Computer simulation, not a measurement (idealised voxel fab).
You're looking at the process module voxel self aligned contacts.
225 nm wide, 5 nm square cells: that's cross-section cut.
Heads up, the way a cross-section reads in here is a grid of square cells, handed over as bands from the top down, with every band being one or more rows of cells. Per band: top height and bottom height in nm, followed by the left-to-right materials and their widths in nm; "edge to edge" marks a single material spanning edge to edge, "empty" marks empty space. For the purposes of this specification, 0 denotes the height below which the wafer in its as-received condition is composed wholly of one material, and the lowermost band, lacking a lower limit, extends downward without end, as expressed in "0..down". The width entry "30 to 40" should be interpreted row by row: the top row of cells in the band takes the first number, the bottom row takes the second number, and the change between adjacent rows is uniform throughout. Where the words "no alterations made" appear for a step, the cross-section shows no cell changed by that step; every cell remained as before. "Closed internal cavities": empty spaces of 8 cells or more with no open way to the top, each given as width x height at distance, distance from the left edge, all in nm. Read whatever lies past the settings on a step's line as the simulator's own remark about the step. What "overlay nm" on a step's line means: if the step has a mask, that mask lay this far to the right of its planned place, or, when the value is negative, to the left.

# Steps planned for the process
1,RECEIVE (material Si)
2,CONFORMAL_DEP (material SiO2; thk nm 5)
3,DIRECTIONAL_DEP (material polySi; thk nm 20)
4,DIRECTIONAL_DEP (material SiN; thk nm 20)
5,PATTERN (tone cover; mask id GATE; material resist; width nm 35; pitch nm 65; thk nm 15; overlay nm 0)
6,DIRECTIONAL_ETCH (etch materials SiN; depth nm 20)
7,DIRECTIONAL_ETCH (etch materials polySi; depth nm 20)
8,STRIP (etch materials resist)
9,CONFORMAL_DEP (material SiN; thk nm 5)
10,DIRECTIONAL_ETCH (etch materials SiN; depth nm 5)
11,FILL_DEP (material SiO2; thk nm 15)
12,CMP (height nm 50)
13,PATTERN (tone open; mask id CONTACT; material resist; width nm 40; thk nm 15; overlay nm 0)
14,DIRECTIONAL_ETCH (etch materials SiO2; depth nm 50)
15,STRIP (etch materials resist)
16,CONFORMAL_DEP (material TiN; thk nm 5)
17,FILL_DEP (material Ru; thk nm 10)
18,CMP (height nm 50)
19,CONFORMAL_DEP (material SiCN; thk nm 5)

# First of the two wafers, run per plan

# The cross-section here shows the wafer as received, i.e. in its state after step 1
> 0..down: Si edge to edge
> Closed internal cavities: none

# Cross-section: wafer state after step 2
> 5..0: SiO2 edge to edge
> Anything lower than 0 is untouched.

# Cross-section: wafer state after step 3
> 25..5: polySi edge to edge
> Anything lower than 5 is untouched.

# Cross-section: wafer state after step 4
> 45..25: SiN edge to edge
> Anything lower than 25 is untouched.

# Cross-section: wafer state after step 5
> 60..45: empty (60), then resist (35), then empty (30), then resist (35), then empty (65)
> Anything lower than 45 is untouched.

# Cross-section: wafer state after step 6
> 60..45: empty (60), then resist (35), then empty (30), then resist (35), then empty (65)
> 45..25: empty (60), then SiN (35), then empty (30), then SiN (35), then empty (65)
> Anything lower than 25 is untouched.

# Cross-section: wafer state after step 7
> 60..45: empty (60), then resist (35), then empty (30), then resist (35), then empty (65)
> 45..25: empty (60), then SiN (35), then empty (30), then SiN (35), then empty (65)
> 25..5: empty (60), then polySi (35), then empty (30), then polySi (35), then empty (65)
> Anything lower than 5 is untouched.

# Cross-section: wafer state after step 8
> 45..25: empty (60), then SiN (35), then empty (30), then SiN (35), then empty (65)
> Anything lower than 25 is untouched.

# Cross-section: wafer state after step 9
> 50..25: empty (55), then SiN (45), then empty (20), then SiN (45), then empty (60)
> 25..10: empty (55), then SiN (5), then polySi (35), then SiN (5), then empty (20), then SiN (5), then polySi (35), then SiN (5), then empty (60)
> 10..5: SiN (60), then polySi (35), then SiN (30), then polySi (35), then SiN (65)
> Anything lower than 5 is untouched.

# Cross-section: wafer state after step 10
> 45..25: empty (55), then SiN (45), then empty (20), then SiN (45), then empty (60)
> 25..5: empty (55), then SiN (5), then polySi (35), then SiN (5), then empty (20), then SiN (5), then polySi (35), then SiN (5), then empty (60)
> Anything lower than 5 is untouched.

# Cross-section: wafer state after step 11
> 60..45: SiO2 edge to edge
> 45..25: SiO2 (55), then SiN (45), then SiO2 (20), then SiN (45), then SiO2 (60)
> 25..5: SiO2 (55), then SiN (5), then polySi (35), then SiN (5), then SiO2 (20), then SiN (5), then polySi (35), then SiN (5), then SiO2 (60)
> Anything lower than 5 is untouched.

# Cross-section: wafer state after step 12
> 50..45: SiO2 edge to edge
> Anything lower than 45 is untouched.

# Cross-section: wafer state after step 13
> 65..50: resist (90), then empty (40), then resist (95)
> Anything lower than 50 is untouched.

# Cross-section: wafer state after step 14
> 65..50: resist (90), then empty (40), then resist (95)
> 50..45: SiO2 (90), then empty (40), then SiO2 (95)
> 45..25: SiO2 (55), then SiN (45), then empty (20), then SiN (45), then SiO2 (60)
> 25..5: SiO2 (55), then SiN (5), then polySi (35), then SiN (5), then empty (20), then SiN (5), then polySi (35), then SiN (5), then SiO2 (60)
> 5..0: SiO2 (100), then empty (20), then SiO2 (105)
> Anything lower than 0 is untouched.

# Cross-section: wafer state after step 15
> 50..45: SiO2 (90), then empty (40), then SiO2 (95)
> Anything lower than 45 is untouched.

# Cross-section: wafer state after step 16
> 55..50: TiN (95), then empty (30), then TiN (100)
> 50..45: SiO2 (90), then TiN (15), then empty (10), then TiN (15), then SiO2 (95)
> 45..25: SiO2 (55), then SiN (45), then TiN (5), then empty (10), then TiN (5), then SiN (45), then SiO2 (60)
> 25..5: SiO2 (55), then SiN (5), then polySi (35), then SiN (5), then TiN (5), then empty (10), then TiN (5), then SiN (5), then polySi (35), then SiN (5), then SiO2 (60)
> 5..0: SiO2 (100), then TiN (20), then SiO2 (105)
> Anything lower than 0 is untouched.

# Cross-section: wafer state after step 17
> 65..55: Ru edge to edge
> 55..50: TiN (95), then Ru (30), then TiN (100)
> 50..45: SiO2 (90), then TiN (15), then Ru (10), then TiN (15), then SiO2 (95)
> 45..25: SiO2 (55), then SiN (45), then TiN (5), then Ru (10), then TiN (5), then SiN (45), then SiO2 (60)
> 25..5: SiO2 (55), then SiN (5), then polySi (35), then SiN (5), then TiN (5), then Ru (10), then TiN (5), then SiN (5), then polySi (35), then SiN (5), then SiO2 (60)
> Anything lower than 5 is untouched.

# Cross-section: wafer state after step 18
> 50..45: SiO2 (90), then TiN (15), then Ru (10), then TiN (15), then SiO2 (95)
> Anything lower than 45 is untouched.

# Cross-section: wafer state after step 19
> 55..50: SiCN edge to edge
> Anything lower than 50 is untouched.

# The second wafer began exactly as the first did and followed the same plan, but one mistake was made while running it; through step 2 inclusive, the two wafers are identical

# Second wafer, sectioned view, at step 3's planned end time
> 45..5: polySi edge to edge
> Anything lower than 5 is untouched.

# Second wafer, sectioned view, at step 4's planned end time
> 65..45: SiN edge to edge
> Anything lower than 45 is untouched.

# Second wafer, sectioned view, at step 5's planned end time
> 80..65: empty (60), then resist (35), then empty (30), then resist (35), then empty (65)
> Anything lower than 65 is untouched.

# Second wafer, sectioned view, at step 6's planned end time
> 80..65: empty (60), then resist (35), then empty (30), then resist (35), then empty (65)
> 65..45: empty (60), then SiN (35), then empty (30), then SiN (35), then empty (65)
> Anything lower than 45 is untouched.

# Second wafer, sectioned view, at step 7's planned end time
> 80..65: empty (60), then resist (35), then empty (30), then resist (35), then empty (65)
> 65..45: empty (60), then SiN (35), then empty (30), then SiN (35), then empty (65)
> 45..25: empty (60), then polySi (35), then empty (30), then polySi (35), then empty (65)
> Anything lower than 25 is untouched.

# Second wafer, sectioned view, at step 8's planned end time
> 65..45: empty (60), then SiN (35), then empty (30), then SiN (35), then empty (65)
> Anything lower than 45 is untouched.

# Second wafer, sectioned view, at step 9's planned end time
> 70..45: empty (55), then SiN (45), then empty (20), then SiN (45), then empty (60)
> 45..30: empty (55), then SiN (5), then polySi (35), then SiN (5), then empty (20), then SiN (5), then polySi (35), then SiN (5), then empty (60)
> 30..25: SiN (60), then polySi (35), then SiN (30), then polySi (35), then SiN (65)
> Anything lower than 25 is untouched.

# Second wafer, sectioned view, at step 10's planned end time
> 65..45: empty (55), then SiN (45), then empty (20), then SiN (45), then empty (60)
> 45..25: empty (55), then SiN (5), then polySi (35), then SiN (5), then empty (20), then SiN (5), then polySi (35), then SiN (5), then empty (60)
> Anything lower than 25 is untouched.

# Second wafer, sectioned view, at step 11's planned end time
> 80..65: SiO2 edge to edge
> 65..45: SiO2 (55), then SiN (45), then SiO2 (20), then SiN (45), then SiO2 (60)
> 45..25: SiO2 (55), then SiN (5), then polySi (35), then SiN (5), then SiO2 (20), then SiN (5), then polySi (35), then SiN (5), then SiO2 (60)
> Anything lower than 25 is untouched.

# Second wafer, sectioned view, at step 12's planned end time
> 50..45: SiO2 (55), then SiN (45), then SiO2 (20), then SiN (45), then SiO2 (60)
> Anything lower than 45 is untouched.

# Second wafer, sectioned view, at step 13's planned end time
> 65..50: resist (90), then empty (40), then resist (95)
> Anything lower than 50 is untouched.

# Second wafer, sectioned view, at step 14's planned end time
> 65..50: resist (90), then empty (40), then resist (95)
> 50..45: SiO2 (55), then SiN (45), then empty (20), then SiN (45), then SiO2 (60)
> 45..25: SiO2 (55), then SiN (5), then polySi (35), then SiN (5), then empty (20), then SiN (5), then polySi (35), then SiN (5), then SiO2 (60)
> Anything lower than 25 is untouched.

# Second wafer, sectioned view, at step 15's planned end time
> 50..45: SiO2 (55), then SiN (45), then empty (20), then SiN (45), then SiO2 (60)
> Anything lower than 45 is untouched.

# Second wafer, sectioned view, at step 16's planned end time
> 55..50: TiN (105), then empty (10), then TiN (110)
> 50..45: SiO2 (55), then SiN (45), then TiN (5), then empty (10), then TiN (5), then SiN (45), then SiO2 (60)
> 45..30: SiO2 (55), then SiN (5), then polySi (35), then SiN (5), then TiN (5), then empty (10), then TiN (5), then SiN (5), then polySi (35), then SiN (5), then SiO2 (60)
> 30..25: SiO2 (55), then SiN (5), then polySi (35), then SiN (5), then TiN (20), then SiN (5), then polySi (35), then SiN (5), then SiO2 (60)
> Anything lower than 25 is untouched.

# Second wafer, sectioned view, at step 17's planned end time
> 65..55: Ru edge to edge
> 55..50: TiN (105), then Ru (10), then TiN (110)
> 50..45: SiO2 (55), then SiN (45), then TiN (5), then Ru (10), then TiN (5), then SiN (45), then SiO2 (60)
> 45..30: SiO2 (55), then SiN (5), then polySi (35), then SiN (5), then TiN (5), then Ru (10), then TiN (5), then SiN (5), then polySi (35), then SiN (5), then SiO2 (60)
> Anything lower than 30 is untouched.

# Second wafer, sectioned view, at step 18's planned end time
> 50..45: SiO2 (55), then SiN (45), then TiN (5), then Ru (10), then TiN (5), then SiN (45), then SiO2 (60)
> Anything lower than 45 is untouched.

# Second wafer, sectioned view, at step 19's planned end time
> 55..50: SiCN edge to edge
> Anything lower than 50 is untouched.
what went wrong: step 3 of the plan was twice carried out
At the finish, the second wafer shows more or fewer cells for some materials than the first does: Ru: 10 fewer | SiN: 54 fewer | SiO2: 102 fewer | TiN: 14 fewer | polySi: 180 more
